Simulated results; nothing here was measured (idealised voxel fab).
This section sets out a process module, namely voxel self aligned vias.
We display cut, a cross-section 195 nm in width whose square cells are each 5 nm.
Cross-section layout: square cells on a grid; listed as bands, top to bottom; a band spans one or more cell rows.
The band entry comprises the height of the band's top followed by the height of its bottom, expressed in nm, and subsequently the band's materials from left to right, each stated together with its width in nm. Where a single material is marked with the word "edge to edge", that material fills the band from edge to edge. The word "blank" represents empty space.
Note: height 0 marks the level under which the wafer is uniformly one material as received. Lowest band unbounded below, written "top 0, no bottom".
The expression "30..40" gives the width at the extremes of the band, the first number at its top row of cells and the second at its bottom row, with the width changing by equal amounts from each row to the next in between.
"changes: none" means the step left every cell of the cross-section as it was.
"Sealed internal voids" lists enclosed empty spaces (at least 8 cells, no open path upward to the top), each as width x height at distance from the left edge, in nm.
If you see something after the settings on a step's line, that's the simulator's own remark about that step.
If you see "overlay nm" on a step's line and that step has a mask, it's telling you how far right of where it was planned the mask ended up; a negative number means it went left instead.
This section lists the process steps that were planned:
1. RECEIVE: material Si
2. CONFORMAL_DEP: material SiO2, thk nm 15
3. CONFORMAL_DEP: material SiCN, thk nm 5
4. DIRECTIONAL_DEP: material SiO2, thk nm 25
5. MASKED_ETCH: tone open, mask id LINES, width nm 25, pitch nm 65, etch materials SiO2, depth nm 25, overlay nm 0
6. CONFORMAL_DEP: material TiN, thk nm 5
7. FILL_DEP: material Ru, thk nm 10
8. CMP: height nm 45
9. SELECTIVE_ETCH: etch materials W Ru TiN, depth nm 5
10. FILL_DEP: material SiN, thk nm 5
11. CMP: height nm 45
12. DIRECTIONAL_DEP: material SiO2, thk nm 15
13. DIRECTIONAL_DEP: material aC, thk nm 10
14. PATTERN: tone open, mask id VIAS, material resist, width nm 35, thk nm 30, overlay nm 0
15. DIRECTIONAL_ETCH: etch materials aC, depth nm 10
16. STRIP: etch materials resist
17. DIRECTIONAL_ETCH: etch materials SiO2, depth nm 15
18. DIRECTIONAL_ETCH: etch materials SiN, depth nm 5
19. STRIP: etch materials aC
20. CONFORMAL_DEP: material TiN, thk nm 5
21. FILL_DEP: material Ru, thk nm 10
22. CMP: height nm 60
23. CONFORMAL_DEP: material SiN, thk nm 5
The cross-section here shows the wafer as received, i.e. in its state after step 1:
* top 0, no bottom = Si edge to edge
* Sealed internal voids: none
End state of the module in cross-section, given the above starting point and plan and one mistake in execution:
* top 75, bottom 60 = SiN edge to edge
* top 60, bottom 50 = SiO2 (45) | TiN (5) | Ru (25) | TiN (5) | SiO2 (115)
* top 50, bottom 45 = SiO2 (45) | TiN (10) | Ru (15) | TiN (10) | SiO2 (115)
* top 45, bottom 40 = SiO2 (50) | TiN (25) | SiO2 (40) | SiN (25) | SiO2 (55)
* top 40, bottom 25 = SiO2 (50) | TiN (5) | Ru (15) | TiN (5) | SiO2 (40) | TiN (5) | Ru (15) | TiN (5) | SiO2 (55)
* top 25, bottom 20 = SiO2 (50) | TiN (25) | SiO2 (40) | TiN (25) | SiO2 (55)
* top 20, bottom 15 = SiCN edge to edge
* top 15, bottom 0 = SiO2 edge to edge
* top 0, no bottom = Si edge to edge
* Sealed internal voids: none
Diagnosis: step 23 was not run as planned; what actually ran was CONFORMAL_DEP: material SiN, thk nm 15
